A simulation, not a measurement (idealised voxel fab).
Herein follows the process module entitled voxel ribs on slabs.
FYI the section here is cut, 280 nm wide, cells are 5 nm squares.
Cross-section layout: square cells on a grid; listed as bands, top to bottom; a band spans one or more cell rows. Band entry format. Leading values: height of top, height of bottom, nm. Remainder: materials in left-to-right order, each with its width in nm. Special words: "full width" on a single material, which then fills the band edge to edge; "air", empty space. Height reference: 0 = level under which incoming wafer is all one material. Lowest band: no bottom, runs on downward, e.g. "z 0 and below". Top row gets the first number, bottom row gets the second, and each row in between changes by the same step: that is how a band width like "30->40" works. Take "nothing altered" at face value: in the step it is given for, the cross-section changed in none of its cells. Closed empty spaces (no open way to the top) of 8 cells or more are what "Sealed-off cavities" lists, each as width x height at distance from the left edge, nm for all three. It should be noted that, on the line of a given step, the content following the step's settings is a remark produced by the simulator itself with respect to that step. For masked steps, "overlay nm" on the step line gives how far right of plan the mask actually lay; a minus sign means it lay to the left.
## This section lists the process steps that were planned
1: RECEIVE: material Si
2: DIRECTIONAL_DEP: material SiO2, thk nm 25
3: DIRECTIONAL_DEP: material SiN, thk nm 25
4: MASKED_ETCH: tone cover, mask id RIB, width nm 15, etch materials SiN, depth nm 15, overlay nm 0
5: PATTERN: tone cover, mask id SLAB, material resist, width nm 55, thk nm 20, overlay nm 0
6: DIRECTIONAL_ETCH: etch materials SiN, depth nm 10
7: STRIP: etch materials resist
8: FILL_DEP: material SiO2, thk nm 20
9: CMP: height nm 65
10: DIRECTIONAL_DEP: material TiN, thk nm 10
11: DIRECTIONAL_DEP: material aC, thk nm 15
12: PATTERN: tone cover, mask id HEATER, material resist, width nm 25, thk nm 35, overlay nm 0
13: DIRECTIONAL_ETCH: etch materials aC, depth nm 15
14: STRIP: etch materials resist
15: DIRECTIONAL_ETCH: etch materials TiN, depth nm 10
16: STRIP: etch materials aC
17: CONFORMAL_DEP: material SiN, thk nm 10
## Wafer cross-section on receipt, i.e. after step 1
z 0 and below  Si full width
Sealed-off cavities: none
## Module complete, cross-section. Starting point and plan per above. One mistake made in running the module
z 85 to 75  115 of air, then 45 of SiN, then 120 of air
z 75 to 65  125 of SiN, then 25 of TiN, then 130 of SiN
z 65 to 50  SiO2 full width
z 50 to 35  130 of SiO2, then 15 of SiN, then 135 of SiO2
z 35 to 25  115 of SiO2, then 55 of SiN, then 110 of SiO2
z 25 to 0  SiO2 full width
z 0 and below  Si full width
Sealed-off cavities: none
Error vs. plan: step 5 was run on a setting that differed from the plan, and what really ran there is PATTERN: tone cover, mask id SLAB, material resist, width nm 55, thk nm 20, overlay nm 5
